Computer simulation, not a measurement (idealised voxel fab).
process module | voxel wiring stack
cross-section cut | 220 nm wide | cells 5 nm
A cross-section is a grid of square cells, given in bands from the top down. A band is one or more rows of cells.
Each band's line starts with the height of the band's top and of its bottom, in nm. Then come its materials from left to right, each with its width in nm. One material with "throughout" fills the band from edge to edge. "air" is empty space.
Height 0 is the level under which the wafer as received is all one material. The lowest band goes on downwards, as in "0 down".
A width such as "30 to 40" changes by the same amount from each row of cells to the next, from the band's top row to its bottom row.
"no change" after a step means that no cell of the cross-section changed.
closed voids: empty space of 8 cells or more with no open way to the top, each as width x height at its distance from the left edge, in nm
after a step's settings: what the simulator itself notes on the step
overlay nm, on a step with a mask: how far to the right of its planned place the mask lay; to the left if negative
plan
1 op RECEIVE | material Si
2 op CONFORMAL_DEP | material SiO2 | thk nm 15
3 op CONFORMAL_DEP | material SiN | thk nm 5
4 op DIRECTIONAL_DEP | material SiO2 | thk nm 25
5 op DIRECTIONAL_DEP | material aC | thk nm 15
6 op PATTERN | tone open | mask id METAL_1 | material resist | width nm 15 | pitch nm 45 | thk nm 35 | overlay nm 0
7 op DIRECTIONAL_ETCH | etch materials aC | depth nm 15
8 op STRIP | etch materials resist
9 op DIRECTIONAL_ETCH | etch materials SiO2 | depth nm 25
10 op DIRECTIONAL_ETCH | etch materials SiN | depth nm 5
11 op STRIP | etch materials aC
12 op CONFORMAL_DEP | material TiN | thk nm 5
13 op FILL_DEP | material Ru | thk nm 10
14 op CMP | height nm 45
15 op EPI | material Ru | thk nm 5
16 op FILL_DEP | material SiCN | thk nm 5
17 op DIRECTIONAL_DEP | material lowk | thk nm 10
18 op PATTERN | tone open | mask id PLUG_1 | material resist | width nm 15 | pitch nm 90 | thk nm 15 | overlay nm 0
19 op DIRECTIONAL_ETCH | etch materials lowk | depth nm 10
20 op DIRECTIONAL_ETCH | etch materials SiCN | depth nm 5
21 op STRIP | etch materials resist
22 op EPI | material Ru | thk nm 10
23 op EPI | material Ru | thk nm 5
24 op DIRECTIONAL_DEP | material TiN | thk nm 5
25 op DIRECTIONAL_DEP | material Ru | thk nm 20
26 op DIRECTIONAL_DEP | material aC | thk nm 10
27 op PATTERN | tone cover | mask id METAL_2 | material resist | width nm 20 | pitch nm 45 | thk nm 30 | overlay nm 0
28 op DIRECTIONAL_ETCH | etch materials aC | depth nm 10
29 op STRIP | etch materials resist
30 op DIRECTIONAL_ETCH | etch materials Ru | depth nm 20
31 op DIRECTIONAL_ETCH | etch materials TiN | depth nm 5
32 op STRIP | etch materials aC
33 op CONFORMAL_DEP | material SiN | thk nm 5
34 op FILL_DEP | material lowk | thk nm 10
35 op CMP | height nm 90
36 op CONFORMAL_DEP | material SiCN | thk nm 5
37 op DIRECTIONAL_DEP | material SiO2 | thk nm 10
38 op PATTERN | tone open | mask id PLUG_2 | material resist | width nm 15 | pitch nm 90 | thk nm 20 | overlay nm 0
39 op DIRECTIONAL_ETCH | etch materials SiO2 | depth nm 10
40 op DIRECTIONAL_ETCH | etch materials SiCN | depth nm 5
41 op STRIP | etch materials resist
42 op EPI | material Ru | thk nm 10
43 op EPI | material Ru | thk nm 5
44 op CONFORMAL_DEP | material SiCN | thk nm 5
45 op DIRECTIONAL_DEP | material lowk | thk nm 25
46 op MASKED_ETCH | tone open | mask id METAL_3 | width nm 20 | pitch nm 45 | etch materials lowk | depth nm 25 | overlay nm 0
47 op MASKED_ETCH | tone open | mask id METAL_3 | width nm 20 | pitch nm 45 | etch materials SiCN | depth nm 5 | overlay nm 0
48 op CONFORMAL_DEP | material TiN | thk nm 5
49 op FILL_DEP | material Ru | thk nm 5
50 op CMP | height nm 135
51 op CONFORMAL_DEP | material SiCN | thk nm 5
varied across the wafers: width nm of step 6. The plan shows the first wafer's value. All wafers start alike
first wafer as received, after step 1
  0 down: Si throughout
  closed voids: none
first wafer at the end, after step 51
  140 to 135: SiCN throughout
  135 to 110: lowk 30 | TiN 5 | Ru 10 | TiN 5 | lowk 25 | TiN 5 | Ru 10 | TiN 5 | lowk 25 | TiN 5 | Ru 10 | TiN 5 | lowk 25 | TiN 5 | Ru 10 | TiN 5 | lowk 35
  110 to 105: SiCN 30 | TiN 20 | SiCN 25 | TiN 20 | SiCN 25 | TiN 20 | SiCN 25 | TiN 20 | SiCN 35
  105 to 95: SiO2 30 | Ru 15 | SiO2 75 | Ru 15 | SiO2 85
  95 to 90: SiCN 30 | Ru 15 | SiCN 75 | Ru 15 | SiCN 85
  90 to 70: lowk 25 | SiN 5 | Ru 20 | SiN 5 | lowk 15 | SiN 5 | Ru 20 | SiN 5 | lowk 15 | SiN 5 | Ru 20 | SiN 5 | lowk 15 | SiN 5 | Ru 20 | SiN 5 | lowk 30
  70 to 65: SiN 30 | TiN 20 | SiN 25 | TiN 20 | SiN 25 | TiN 20 | SiN 25 | TiN 20 | SiN 35
  65 to 55: lowk 30 | Ru 15 | lowk 75 | Ru 15 | lowk 85
  55 to 50: SiCN 30 | Ru 15 | SiCN 75 | Ru 15 | SiCN 85
  50 to 45: SiCN 30 | Ru 25 | SiCN 20 | Ru 25 | SiCN 20 | Ru 25 | SiCN 20 | Ru 25 | SiCN 30
  45 to 20: SiO2 35 | TiN 5 | Ru 5 | TiN 5 | SiO2 30 | TiN 5 | Ru 5 | TiN 5 | SiO2 30 | TiN 5 | Ru 5 | TiN 5 | SiO2 30 | TiN 5 | Ru 5 | TiN 5 | SiO2 35
  20 to 15: SiN 35 | TiN 15 | SiN 30 | TiN 15 | SiN 30 | TiN 15 | SiN 30 | TiN 15 | SiN 35
  15 to 0: SiO2 throughout
  0 down: Si throughout
  closed voids: none
last wafer at the end
  140 to 135: SiCN throughout
  135 to 110: lowk 30 | TiN 5 | Ru 10 | TiN 5 | lowk 25 | TiN 5 | Ru 10 | TiN 5 | lowk 25 | TiN 5 | Ru 10 | TiN 5 | lowk 25 | TiN 5 | Ru 10 | TiN 5 | lowk 35
  110 to 105: SiCN 30 | TiN 20 | SiCN 25 | TiN 20 | SiCN 25 | TiN 20 | SiCN 25 | TiN 20 | SiCN 35
  105 to 95: SiO2 30 | Ru 15 | SiO2 75 | Ru 15 | SiO2 85
  95 to 90: SiCN 30 | Ru 15 | SiCN 75 | Ru 15 | SiCN 85
  90 to 70: lowk 25 | SiN 5 | Ru 20 | SiN 5 | lowk 15 | SiN 5 | Ru 20 | SiN 5 | lowk 15 | SiN 5 | Ru 20 | SiN 5 | lowk 15 | SiN 5 | Ru 20 | SiN 5 | lowk 30
  70 to 65: SiN 30 | TiN 20 | SiN 25 | TiN 20 | SiN 25 | TiN 20 | SiN 25 | TiN 20 | SiN 35
  65 to 55: lowk 30 | Ru 15 | lowk 75 | Ru 15 | lowk 85
  55 to 50: SiCN 30 | Ru 15 | SiCN 75 | Ru 15 | SiCN 85
  50 to 45: SiCN 20 | Ru 40 | SiCN 5 | Ru 40 | SiCN 5 | Ru 40 | SiCN 5 | Ru 40 | SiCN 25
  45 to 20: SiO2 25 | TiN 5 | Ru 20 | TiN 5 | SiO2 15 | TiN 5 | Ru 20 | TiN 5 | SiO2 15 | TiN 5 | Ru 20 | TiN 5 | SiO2 15 | TiN 5 | Ru 20 | TiN 5 | SiO2 30
  20 to 15: SiN 25 | TiN 30 | SiN 15 | TiN 30 | SiN 15 | TiN 30 | SiN 15 | TiN 30 | SiN 30
  15 to 0: SiO2 throughout
  0 down: Si throughout
  closed voids: none
each wafer at the end: cells of each material gained (+) or lost (-) since it was received, then its closed voids
width nm 15 | +180 Ru | +172 SiCN | +92 SiN | +368 SiO2 | +124 TiN | +296 lowk | closed voids: none
width nm 20 | +204 Ru | +168 SiCN | +88 SiN | +348 SiO2 | +128 TiN | +296 lowk | closed voids: none
width nm 25 | +228 Ru | +164 SiCN | +84 SiN | +328 SiO2 | +132 TiN | +296 lowk | closed voids: none
width nm 30 | +252 Ru | +160 SiCN | +80 SiN | +308 SiO2 | +136 TiN | +296 lowk | closed voids: none
